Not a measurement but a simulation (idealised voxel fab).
process module | voxel plated lines
cross-section cut | 140 nm wide | cells 5 nm
A cross-section is a grid of square cells, given in bands from the top down. A band is one or more rows of cells.
Each band's line starts with the height of the band's top and of its bottom, in nm. Then come its materials from left to right, each with its width in nm. One material with "throughout" fills the band from edge to edge. "air" is empty space.
Height 0 is the level under which the wafer as received is all one material. The lowest band goes on downwards, as in "0 down".
A width such as "30 to 40" changes by the same amount from each row of cells to the next, from the band's top row to its bottom row.
"no change" after a step means that no cell of the cross-section changed.
closed voids: empty space of 8 cells or more with no open way to the top, each as width x height at its distance from the left edge, in nm
after a step's settings: what the simulator itself notes on the step
overlay nm, on a step with a mask: how far to the right of its planned place the mask lay; to the left if negative
plan
1 op RECEIVE | material Si
2 op CONFORMAL_DEP | material SiN | thk nm 5
3 op DIRECTIONAL_DEP | material TiN | thk nm 5
4 op PATTERN | tone open | mask id LINES | material resist | width nm 20 | pitch nm 45 | thk nm 20 | overlay nm 0
5 op EPI | material Ru | thk nm 10
6 op STRIP | etch materials resist
7 op DIRECTIONAL_ETCH | etch materials TiN | depth nm 5
8 op CONFORMAL_DEP | material SiCN | thk nm 10
as received, after step 1
  0 down: Si throughout
  closed voids: none
first wafer at the end, as planned
  30 to 20: air 5 | SiCN 40 | air 5 | SiCN 40 | air 5 | SiCN 40 | air 5
  20 to 15: air 5 | SiCN 10 | Ru 20 | SiCN 10 | air 5 | SiCN 10 | Ru 20 | SiCN 10 | air 5 | SiCN 10 | Ru 20 | SiCN 10 | air 5
  15 to 10: SiCN 15 | Ru 20 | SiCN 25 | Ru 20 | SiCN 25 | Ru 20 | SiCN 15
  10 to 5: SiCN 15 | TiN 20 | SiCN 25 | TiN 20 | SiCN 25 | TiN 20 | SiCN 15
  5 to 0: SiN throughout
  0 down: Si throughout
  closed voids: none
second wafer at the end: like start, like plan, one mistake
  30 to 20: air 10 | SiCN 35 | air 10 | SiCN 35 | air 10 | SiCN 35 | air 5
  20 to 15: air 10 | SiCN 10 | Ru 15 | SiCN 10 | air 10 | SiCN 10 | Ru 15 | SiCN 10 | air 10 | SiCN 10 | Ru 15 | SiCN 10 | air 5
  15 to 10: SiCN 20 | Ru 15 | SiCN 30 | Ru 15 | SiCN 30 | Ru 15 | SiCN 15
  10 to 5: SiCN 20 | TiN 15 | SiCN 30 | TiN 15 | SiCN 30 | TiN 15 | SiCN 15
  5 to 0: SiN throughout
  0 down: Si throughout
  closed voids: none
what went wrong: step 4 ran as: op PATTERN | tone open | mask id LINES | material resist | width nm 15 | pitch nm 45 | thk nm 20 | overlay nm 0
at the end the second wafer has, in cells: 6 fewer of Ru | 3 fewer of TiN
